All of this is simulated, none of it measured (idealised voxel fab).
Name of the process module below: voxel self aligned contacts
It is cross-section cut that appears here, measuring 245 nm in width, its square cells being 5 nm in size.
Cross-section spec: square-cell grid; bands listed top down; each band is one or more rows. Band entry format. Leading values: height of top, height of bottom, nm. Remainder: materials in left-to-right order, each with its width in nm. Special words: "throughout" on a single material, which then fills the band edge to edge; "air", empty space. Height 0 is the level under which the wafer as received is all one material. The lowest band goes on downwards, as in "z 0 and below". A two-number width, for instance "30 to 40", indicates that the width is equal to the first number in the top row of the band and to the second number in the bottom row, and that it changes by a constant amount per row of cells. Take "remained unchanged" at face value: in the step it is given for, the cross-section changed in none of its cells. The list in "Tabulated closed voids" covers empty spaces of 8 cells or more that cannot reach the top through any open way, and it gives each as width x height at distance; the distance is from the left edge, and width, height and distance are in nm. Formally, on a step line, whatever follows the settings is a remark that the simulator itself makes on the step. overlay nm: step with mask; distance mask lay right of planned place; negative value = left of planned place.
## This section lists the process steps that were planned
1,RECEIVE [material Si]
2,CONFORMAL_DEP [material SiO2] [thk nm 5]
3,DIRECTIONAL_DEP [material polySi] [thk nm 30]
4,DIRECTIONAL_DEP [material SiN] [thk nm 20]
5,PATTERN [tone cover] [mask id GATE] [material resist] [width nm 30] [pitch nm 70] [thk nm 20] [overlay nm 0]
6,DIRECTIONAL_ETCH [etch materials SiN] [depth nm 20]
7,DIRECTIONAL_ETCH [etch materials polySi] [depth nm 30]
8,STRIP [etch materials resist]
9,CONFORMAL_DEP [material SiN] [thk nm 10]
10,DIRECTIONAL_ETCH [etch materials SiN] [depth nm 10]
11,FILL_DEP [material SiO2] [thk nm 10]
12,CMP [height nm 60]
13,PATTERN [tone open] [mask id CONTACT] [material resist] [width nm 50] [pitch nm 70] [thk nm 20] [overlay nm 0]
14,DIRECTIONAL_ETCH [etch materials SiO2] [depth nm 60]
15,STRIP [etch materials resist]
16,CONFORMAL_DEP [material TiN] [thk nm 5]
17,FILL_DEP [material Ru] [thk nm 5]
18,CMP [height nm 60]
19,CONFORMAL_DEP [material SiCN] [thk nm 5]
## First of the two wafers, run per plan
## Here's what the wafer looked like in cross-section when it arrived - that's after step 1
> z 0 and below  Si throughout
> Tabulated closed voids: none
## State of the wafer after step 2, shown in cross-section
> z 5 to 0  SiO2 throughout
> Below 0, no change.
## State of the wafer after step 3, shown in cross-section
> z 35 to 5  polySi throughout
> Below 5, no change.
## State of the wafer after step 4, shown in cross-section
> z 55 to 35  SiN throughout
> Below 35, no change.
## State of the wafer after step 5, shown in cross-section
> z 75 to 55  35 air / 30 resist / 40 air / 30 resist / 40 air / 30 resist / 40 air
> Below 55, no change.
## State of the wafer after step 6, shown in cross-section
> z 75 to 55  35 air / 30 resist / 40 air / 30 resist / 40 air / 30 resist / 40 air
> z 55 to 35  35 air / 30 SiN / 40 air / 30 SiN / 40 air / 30 SiN / 40 air
> Below 35, no change.
## State of the wafer after step 7, shown in cross-section
> z 75 to 55  35 air / 30 resist / 40 air / 30 resist / 40 air / 30 resist / 40 air
> z 55 to 35  35 air / 30 SiN / 40 air / 30 SiN / 40 air / 30 SiN / 40 air
> z 35 to 5  35 air / 30 polySi / 40 air / 30 polySi / 40 air / 30 polySi / 40 air
> Below 5, no change.
## State of the wafer after step 8, shown in cross-section
> z 55 to 35  35 air / 30 SiN / 40 air / 30 SiN / 40 air / 30 SiN / 40 air
> Below 35, no change.
## State of the wafer after step 9, shown in cross-section
> z 65 to 35  25 air / 50 SiN / 20 air / 50 SiN / 20 air / 50 SiN / 30 air
> z 35 to 15  25 air / 10 SiN / 30 polySi / 10 SiN / 20 air / 10 SiN / 30 polySi / 10 SiN / 20 air / 10 SiN / 30 polySi / 10 SiN / 30 air
> z 15 to 5  35 SiN / 30 polySi / 40 SiN / 30 polySi / 40 SiN / 30 polySi / 40 SiN
> Below 5, no change.
## State of the wafer after step 10, shown in cross-section
> z 55 to 35  25 air / 50 SiN / 20 air / 50 SiN / 20 air / 50 SiN / 30 air
> z 35 to 5  25 air / 10 SiN / 30 polySi / 10 SiN / 20 air / 10 SiN / 30 polySi / 10 SiN / 20 air / 10 SiN / 30 polySi / 10 SiN / 30 air
> Below 5, no change.
## State of the wafer after step 11, shown in cross-section
> z 65 to 55  SiO2 throughout
> z 55 to 35  25 SiO2 / 50 SiN / 20 SiO2 / 50 SiN / 20 SiO2 / 50 SiN / 30 SiO2
> z 35 to 5  25 SiO2 / 10 SiN / 30 polySi / 10 SiN / 20 SiO2 / 10 SiN / 30 polySi / 10 SiN / 20 SiO2 / 10 SiN / 30 polySi / 10 SiN / 30 SiO2
> Below 5, no change.
## State of the wafer after step 12, shown in cross-section
> z 60 to 55  SiO2 throughout
> Below 55, no change.
## State of the wafer after step 13, shown in cross-section
> z 80 to 60  60 resist / 50 air / 20 resist / 50 air / 65 resist
> Below 60, no change.
## State of the wafer after step 14, shown in cross-section
> z 80 to 60  60 resist / 50 air / 20 resist / 50 air / 65 resist
> z 60 to 55  60 SiO2 / 50 air / 20 SiO2 / 50 air / 65 SiO2
> z 55 to 35  25 SiO2 / 50 SiN / 20 air / 50 SiN / 20 air / 50 SiN / 30 SiO2
> z 35 to 5  25 SiO2 / 10 SiN / 30 polySi / 10 SiN / 20 air / 10 SiN / 30 polySi / 10 SiN / 20 air / 10 SiN / 30 polySi / 10 SiN / 30 SiO2
> z 5 to 0  75 SiO2 / 20 air / 50 SiO2 / 20 air / 80 SiO2
> Below 0, no change.
## State of the wafer after step 15, shown in cross-section
> z 60 to 55  60 SiO2 / 50 air / 20 SiO2 / 50 air / 65 SiO2
> Below 55, no change.
## State of the wafer after step 16, shown in cross-section
> z 65 to 60  65 TiN / 40 air / 30 TiN / 40 air / 70 TiN
> z 60 to 55  60 SiO2 / 20 TiN / 10 air / 20 TiN / 20 SiO2 / 20 TiN / 10 air / 20 TiN / 65 SiO2
> z 55 to 35  25 SiO2 / 50 SiN / 5 TiN / 10 air / 5 TiN / 50 SiN / 5 TiN / 10 air / 5 TiN / 50 SiN / 30 SiO2
> z 35 to 5  25 SiO2 / 10 SiN / 30 polySi / 10 SiN / 5 TiN / 10 air / 5 TiN / 10 SiN / 30 polySi / 10 SiN / 5 TiN / 10 air / 5 TiN / 10 SiN / 30 polySi / 10 SiN / 30 SiO2
> z 5 to 0  75 SiO2 / 20 TiN / 50 SiO2 / 20 TiN / 80 SiO2
> Below 0, no change.
## State of the wafer after step 17, shown in cross-section
> z 70 to 65  Ru throughout
> z 65 to 60  65 TiN / 40 Ru / 30 TiN / 40 Ru / 70 TiN
> z 60 to 55  60 SiO2 / 20 TiN / 10 Ru / 20 TiN / 20 SiO2 / 20 TiN / 10 Ru / 20 TiN / 65 SiO2
> z 55 to 35  25 SiO2 / 50 SiN / 5 TiN / 10 Ru / 5 TiN / 50 SiN / 5 TiN / 10 Ru / 5 TiN / 50 SiN / 30 SiO2
> z 35 to 5  25 SiO2 / 10 SiN / 30 polySi / 10 SiN / 5 TiN / 10 Ru / 5 TiN / 10 SiN / 30 polySi / 10 SiN / 5 TiN / 10 Ru / 5 TiN / 10 SiN / 30 polySi / 10 SiN / 30 SiO2
> Below 5, no change.
## State of the wafer after step 18, shown in cross-section
> z 60 to 55  60 SiO2 / 20 TiN / 10 Ru / 20 TiN / 20 SiO2 / 20 TiN / 10 Ru / 20 TiN / 65 SiO2
> Below 55, no change.
## State of the wafer after step 19, shown in cross-section
> z 65 to 60  SiCN throughout
> Below 60, no change.
## Wafer two. Identical start, identical plan. One mistake in execution. Identical history through step 1
Cross-section of the second wafer at the time by which step 2 should have been completed according to the plan: remained unchanged
## Cross-section of the second wafer at the time by which step 3 should have been completed according to the plan
> z 30 to 0  polySi throughout
> Below 0, no change.
## Cross-section of the second wafer at the time by which step 4 should have been completed according to the plan
> z 50 to 30  SiN throughout
> Below 30, no change.
## Cross-section of the second wafer at the time by which step 5 should have been completed according to the plan
> z 70 to 50  35 air / 30 resist / 40 air / 30 resist / 40 air / 30 resist / 40 air
> Below 50, no change.
## Cross-section of the second wafer at the time by which step 6 should have been completed according to the plan
> z 70 to 50  35 air / 30 resist / 40 air / 30 resist / 40 air / 30 resist / 40 air
> z 50 to 30  35 air / 30 SiN / 40 air / 30 SiN / 40 air / 30 SiN / 40 air
> Below 30, no change.
## Cross-section of the second wafer at the time by which step 7 should have been completed according to the plan
> z 70 to 50  35 air / 30 resist / 40 air / 30 resist / 40 air / 30 resist / 40 air
> z 50 to 30  35 air / 30 SiN / 40 air / 30 SiN / 40 air / 30 SiN / 40 air
> z 30 to 0  35 air / 30 polySi / 40 air / 30 polySi / 40 air / 30 polySi / 40 air
> Below 0, no change.
## Cross-section of the second wafer at the time by which step 8 should have been completed according to the plan
> z 50 to 30  35 air / 30 SiN / 40 air / 30 SiN / 40 air / 30 SiN / 40 air
> Below 30, no change.
## Cross-section of the second wafer at the time by which step 9 should have been completed according to the plan
> z 60 to 30  25 air / 50 SiN / 20 air / 50 SiN / 20 air / 50 SiN / 30 air
> z 30 to 10  25 air / 10 SiN / 30 polySi / 10 SiN / 20 air / 10 SiN / 30 polySi / 10 SiN / 20 air / 10 SiN / 30 polySi / 10 SiN / 30 air
> z 10 to 0  35 SiN / 30 polySi / 40 SiN / 30 polySi / 40 SiN / 30 polySi / 40 SiN
> Below 0, no change.
## Cross-section of the second wafer at the time by which step 10 should have been completed according to the plan
> z 50 to 30  25 air / 50 SiN / 20 air / 50 SiN / 20 air / 50 SiN / 30 air
> z 30 to 0  25 air / 10 SiN / 30 polySi / 10 SiN / 20 air / 10 SiN / 30 polySi / 10 SiN / 20 air / 10 SiN / 30 polySi / 10 SiN / 30 air
> Below 0, no change.
## Cross-section of the second wafer at the time by which step 11 should have been completed according to the plan
> z 60 to 50  SiO2 throughout
> z 50 to 30  25 SiO2 / 50 SiN / 20 SiO2 / 50 SiN / 20 SiO2 / 50 SiN / 30 SiO2
> z 30 to 0  25 SiO2 / 10 SiN / 30 polySi / 10 SiN / 20 SiO2 / 10 SiN / 30 polySi / 10 SiN / 20 SiO2 / 10 SiN / 30 polySi / 10 SiN / 30 SiO2
> Below 0, no change.
Cross-section of the second wafer at the time by which step 12 should have been completed according to the plan: remained unchanged
## Cross-section of the second wafer at the time by which step 13 should have been completed according to the plan
> z 80 to 60  60 resist / 50 air / 20 resist / 50 air / 65 resist
> Below 60, no change.
## Cross-section of the second wafer at the time by which step 14 should have been completed according to the plan
> z 80 to 60  60 resist / 50 air / 20 resist / 50 air / 65 resist
> z 60 to 50  60 SiO2 / 50 air / 20 SiO2 / 50 air / 65 SiO2
> z 50 to 30  25 SiO2 / 50 SiN / 20 air / 50 SiN / 20 air / 50 SiN / 30 SiO2
> z 30 to 0  25 SiO2 / 10 SiN / 30 polySi / 10 SiN / 20 air / 10 SiN / 30 polySi / 10 SiN / 20 air / 10 SiN / 30 polySi / 10 SiN / 30 SiO2
> Below 0, no change.
## Cross-section of the second wafer at the time by which step 15 should have been completed according to the plan
> z 60 to 50  60 SiO2 / 50 air / 20 SiO2 / 50 air / 65 SiO2
> Below 50, no change.
## Cross-section of the second wafer at the time by which step 16 should have been completed according to the plan
> z 65 to 60  65 TiN / 40 air / 30 TiN / 40 air / 70 TiN
> z 60 to 50  60 SiO2 / 5 to 20 TiN / 40 to 10 air / 5 to 20 TiN / 20 SiO2 / 5 to 20 TiN / 40 to 10 air / 5 to 20 TiN / 65 SiO2
> z 50 to 30  25 SiO2 / 50 SiN / 5 TiN / 10 air / 5 TiN / 50 SiN / 5 TiN / 10 air / 5 TiN / 50 SiN / 30 SiO2
> z 30 to 5  25 SiO2 / 10 SiN / 30 polySi / 10 SiN / 5 TiN / 10 air / 5 TiN / 10 SiN / 30 polySi / 10 SiN / 5 TiN / 10 air / 5 TiN / 10 SiN / 30 polySi / 10 SiN / 30 SiO2
> z 5 to 0  25 SiO2 / 10 SiN / 30 polySi / 10 SiN / 20 TiN / 10 SiN / 30 polySi / 10 SiN / 20 TiN / 10 SiN / 30 polySi / 10 SiN / 30 SiO2
> Below 0, no change.
## Cross-section of the second wafer at the time by which step 17 should have been completed according to the plan
> z 70 to 65  Ru throughout
> z 65 to 60  65 TiN / 40 Ru / 30 TiN / 40 Ru / 70 TiN
> z 60 to 50  60 SiO2 / 5 to 20 TiN / 40 to 10 Ru / 5 to 20 TiN / 20 SiO2 / 5 to 20 TiN / 40 to 10 Ru / 5 to 20 TiN / 65 SiO2
> z 50 to 30  25 SiO2 / 50 SiN / 5 TiN / 10 Ru / 5 TiN / 50 SiN / 5 TiN / 10 Ru / 5 TiN / 50 SiN / 30 SiO2
> z 30 to 5  25 SiO2 / 10 SiN / 30 polySi / 10 SiN / 5 TiN / 10 Ru / 5 TiN / 10 SiN / 30 polySi / 10 SiN / 5 TiN / 10 Ru / 5 TiN / 10 SiN / 30 polySi / 10 SiN / 30 SiO2
> Below 5, no change.
## Cross-section of the second wafer at the time by which step 18 should have been completed according to the plan
> z 60 to 50  60 SiO2 / 5 to 20 TiN / 40 to 10 Ru / 5 to 20 TiN / 20 SiO2 / 5 to 20 TiN / 40 to 10 Ru / 5 to 20 TiN / 65 SiO2
> Below 50, no change.
## Cross-section of the second wafer at the time by which step 19 should have been completed according to the plan
> z 65 to 60  SiCN throughout
> Below 60, no change.
The mistake made against the process plan was this: yeah, step 2 of the plan got skipped, never ran
Wrapping up, a cell-based count of both wafers puts the second over or under the first for these materials: Ru +12; SiO2 -12
